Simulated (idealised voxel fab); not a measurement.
process module | voxel capacitor over wiring
Cross-section cut spans 155 nm and uses square cells 5 nm in size.
Heads up, the way a cross-section reads in here is a grid of square cells, handed over as bands from the top down, with every band being one or more rows of cells.
Within each band entry, the heights of the top and of the bottom of the band appear first, in that order and in nm; the materials of the band then follow from left to right, each with its corresponding width in nm. The designation "throughout" on a single material indicates that it fills the band from edge to edge; the designation "air" indicates empty space.
All heights in this document are referenced to 0, defined as the level beneath which the wafer, as received, consists entirely of one material. The lowest band is not bounded below; it extends indefinitely downward and is written in the form "top 0, no bottom".
So if you see something like "30 to 40" for the width, read it as the top row of the band sitting at the first number and the bottom row at the second, with every row in between moving by the same amount as the last.
"remains unaltered", as given for a step, is the statement that not any cell of the cross-section underwent a change during that step.
"Unvented voids": sealed empty spaces, 8 cells or more, no open way to top, listed width x height at distance, with distance from the left edge and width, height and distance in nm.
On each step's line, the part that comes after the settings is the simulator's own comment on the step.
overlay nm: right-of-plan distance of the mask on a masked step; negative values mean left-of-plan.
[The steps planned for the process are as follows]
1,RECEIVE | material Si
2,CONFORMAL_DEP | material SiO2 | thk nm 15
3,DIRECTIONAL_DEP | material TiN | thk nm 5
4,DIRECTIONAL_DEP | material W | thk nm 15
5,PATTERN | tone cover | mask id METAL_1 | material resist | width nm 25 | pitch nm 95 | thk nm 20 | overlay nm 0
6,DIRECTIONAL_ETCH | etch materials W | depth nm 15
7,DIRECTIONAL_ETCH | etch materials TiN | depth nm 5
8,STRIP | etch materials resist
9,FILL_DEP | material lowk | thk nm 5
10,CMP | height nm 35
11,CONFORMAL_DEP | material SiCN | thk nm 5
12,DIRECTIONAL_DEP | material SiO2 | thk nm 20
13,MASKED_ETCH | tone open | mask id PLUG_1 | width nm 15 | etch materials SiO2 | depth nm 20 | overlay nm 0
14,MASKED_ETCH | tone open | mask id PLUG_1 | width nm 15 | etch materials SiCN | depth nm 5 | overlay nm 0
15,CONFORMAL_DEP | material TiN | thk nm 5
16,FILL_DEP | material Cu | thk nm 5
17,CMP | height nm 60
18,DIRECTIONAL_DEP | material TiN | thk nm 10
19,DIRECTIONAL_DEP | material SiN | thk nm 5
20,DIRECTIONAL_DEP | material TiN | thk nm 10
21,MASKED_ETCH | tone cover | mask id UPPER_PLATE | width nm 75 | etch materials TiN | depth nm 10 | overlay nm 0
22,MASKED_ETCH | tone cover | mask id UPPER_PLATE | width nm 75 | etch materials SiN | depth nm 5 | overlay nm 0
23,MASKED_ETCH | tone cover | mask id LOWER_PLATE | width nm 85 | etch materials TiN | depth nm 10 | overlay nm 0
24,FILL_DEP | material SiO2 | thk nm 15
25,CMP | height nm 95
26,PATTERN | tone open | mask id PLUG_2 | material resist | width nm 15 | thk nm 20 | overlay nm 0
27,DIRECTIONAL_ETCH | etch materials SiO2 | depth nm 10
28,STRIP | etch materials resist
29,CONFORMAL_DEP | material TiN | thk nm 5
30,FILL_DEP | material Ru | thk nm 5
31,CMP | height nm 95
32,CONFORMAL_DEP | material SiCN | thk nm 5
[Cross-section of the wafer upon arrival, representing the state reached after step 1]
top 0, no bottom: Si throughout
Unvented voids: none
[Run as planned - first of the two wafers cross-sectioned at the end of the module]
top 100, bottom 95: SiCN throughout
top 95, bottom 90: SiO2 35 nm, then TiN 5 nm, then Ru 5 nm, then TiN 5 nm, then SiO2 105 nm
top 90, bottom 85: SiO2 35 nm, then TiN 15 nm, then SiO2 105 nm
top 85, bottom 75: SiO2 25 nm, then TiN 75 nm, then SiO2 55 nm
top 75, bottom 70: SiO2 25 nm, then SiN 75 nm, then SiO2 55 nm
top 70, bottom 60: SiO2 20 nm, then TiN 85 nm, then SiO2 50 nm
top 60, bottom 40: SiO2 25 nm, then TiN 5 nm, then Cu 5 nm, then TiN 5 nm, then SiO2 115 nm
top 40, bottom 35: SiCN 25 nm, then TiN 15 nm, then SiCN 115 nm
top 35, bottom 20: lowk 15 nm, then W 25 nm, then lowk 70 nm, then W 25 nm, then lowk 20 nm
top 20, bottom 15: lowk 15 nm, then TiN 25 nm, then lowk 70 nm, then TiN 25 nm, then lowk 20 nm
top 15, bottom 0: SiO2 throughout
top 0, no bottom: Si throughout
Unvented voids: none
[Second wafer of the two, sectioned at the end of the module. It began like the first and followed the same plan, but one mistake was made while running it]
top 100, bottom 95: SiCN throughout
top 95, bottom 90: SiO2 35 nm, then TiN 5 nm, then Ru 5 nm, then TiN 5 nm, then SiO2 105 nm
top 90, bottom 85: SiO2 35 nm, then TiN 15 nm, then SiO2 105 nm
top 85, bottom 75: SiO2 25 nm, then TiN 75 nm, then SiO2 55 nm
top 75, bottom 70: SiO2 25 nm, then SiN 75 nm, then SiO2 55 nm
top 70, bottom 60: SiO2 20 nm, then TiN 85 nm, then SiO2 50 nm
top 60, bottom 40: SiO2 25 nm, then TiN 5 nm, then Cu 5 nm, then TiN 5 nm, then SiO2 115 nm
top 40, bottom 35: SiCN 25 nm, then TiN 15 nm, then SiCN 115 nm
top 35, bottom 30: lowk throughout
top 30, bottom 15: lowk 15 nm, then W 25 nm, then lowk 70 nm, then W 25 nm, then lowk 20 nm
top 15, bottom 0: SiO2 throughout
top 0, no bottom: Si throughout
Unvented voids: none
Finding, execution versus plan: it should be noted that step 3 of the plan was omitted and was not performed
End check, counted in cells, second wafer has more or fewer of these materials than the first: -10 TiN, +10 lowk
